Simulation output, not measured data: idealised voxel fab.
Process module name: voxel gate over fins
The figure presents cross-section cut, which has a width of 250 nm and is divided into square cells with an edge length of 5 nm.
For the purposes of this document, a cross-section shall be understood as a grid of square cells, specified as bands listed in top-to-bottom order, each band consisting of one or more rows of cells. In this notation a band is specified by the heights of its top and bottom, in that order and in nm, after which its materials appear from left to right, each paired with its width in nm. The word "all across" attached to a single material means that material fills the band from edge to edge; the word "empty" stands for empty space. We count height from 0. Below that, the starting wafer is all one material. The lowest band never ends at the bottom but goes on down; see "from 0 down" for how that is written. You'd read "30 to 40" like this: the band's top row of cells is as wide as the first number, its bottom row is as wide as the second, and going down, every row changes width by the same amount as the row before did. When a step is marked "identical to before", none of the cells in the cross-section changed during that step. Enclosed voids (no open way to top), threshold 8 cells or more, entry "Sealed void inventory", notation width x height at distance, distance from left edge, nm. It should be noted that, on the line of a given step, the content following the step's settings is a remark produced by the simulator itself with respect to that step. The "overlay nm" setting may appear on a step's line; for a step that uses a mask, it gives how far to the right of its planned position the mask lay, and a negative value indicates the left.
-- plan
1,RECEIVE,material Si
2,CONFORMAL_DEP,material SiN,thk nm 5
3,PATTERN,tone cover,mask id FINS,material resist,width nm 15,pitch nm 35,thk nm 20,overlay nm 0
4,DIRECTIONAL_ETCH,etch materials SiN,depth nm 5
5,DIRECTIONAL_ETCH,etch materials Si,depth nm 30
6,STRIP,etch materials resist
7,FILL_DEP,material SiO2,thk nm 10
8,CMP,height nm 5
9,SELECTIVE_ETCH,etch materials SiO2,depth nm 15
10,STRIP,etch materials SiN
11,CONFORMAL_DEP,material HfO2,thk nm 5
12,CONFORMAL_DEP,material TiN,thk nm 5
13,FILL_DEP,material W,thk nm 15
14,CMP,height nm 20
15,CONFORMAL_DEP,material SiN,thk nm 5
-- Cross-section of the incoming wafer, state after step 1
- from 0 down = Si all across
- Sealed void inventory: none
-- Cross-sectional image of the first of two wafers at the end of the module, the run having proceeded as planned
- from 25 to 20 = SiN all across
- from 20 to 10 = W all across
- from 10 to 5 = W 70 nm | TiN 105 nm | W 75 nm
- from 5 to 0 = W 70 nm | TiN 5 nm | HfO2 25 nm | TiN 10 nm | HfO2 25 nm | TiN 10 nm | HfO2 25 nm | TiN 5 nm | W 75 nm
- from 0 to -5 = TiN 75 nm | HfO2 5 nm | Si 15 nm | HfO2 5 nm | TiN 10 nm | HfO2 5 nm | Si 15 nm | HfO2 5 nm | TiN 10 nm | HfO2 5 nm | Si 15 nm | HfO2 5 nm | TiN 80 nm
- from -5 to -10 = HfO2 80 nm | Si 15 nm | HfO2 20 nm | Si 15 nm | HfO2 20 nm | Si 15 nm | HfO2 85 nm
- from -10 to -30 = SiO2 80 nm | Si 15 nm | SiO2 20 nm | Si 15 nm | SiO2 20 nm | Si 15 nm | SiO2 85 nm
- from -30 down = Si all across
- Sealed void inventory: none
-- Here's the second of our two wafers sectioned at module end. Same start as the first, same plan, but one mistake got made running it
- from 25 to 20 = SiN all across
- from 20 to 10 = W all across
- from 10 to 5 = TiN all across
- from 5 to 0 = HfO2 85 nm | TiN 5 nm | HfO2 30 nm | TiN 5 nm | HfO2 30 nm | TiN 5 nm | HfO2 90 nm
- from 0 to -5 = Si 80 nm | HfO2 5 nm | TiN 5 nm | HfO2 5 nm | Si 20 nm | HfO2 5 nm | TiN 5 nm | HfO2 5 nm | Si 20 nm | HfO2 5 nm | TiN 5 nm | HfO2 5 nm | Si 85 nm
- from -5 to -10 = Si 80 nm | HfO2 15 nm | Si 20 nm | HfO2 15 nm | Si 20 nm | HfO2 15 nm | Si 85 nm
- from -10 to -30 = Si 80 nm | SiO2 15 nm | Si 20 nm | SiO2 15 nm | Si 20 nm | SiO2 15 nm | Si 85 nm
- from -30 down = Si all across
- Sealed void inventory: none
Where did the run depart from the plan? step 3 ran with different settings than intended, the actual operation and settings being PATTERN,tone open,mask id FINS,material resist,width nm 15,pitch nm 35,thk nm 20,overlay nm 0
Final comparison by cell count, materials where the second wafer has more or fewer than the first: Si +192; SiO2 -128; TiN -6; W -58
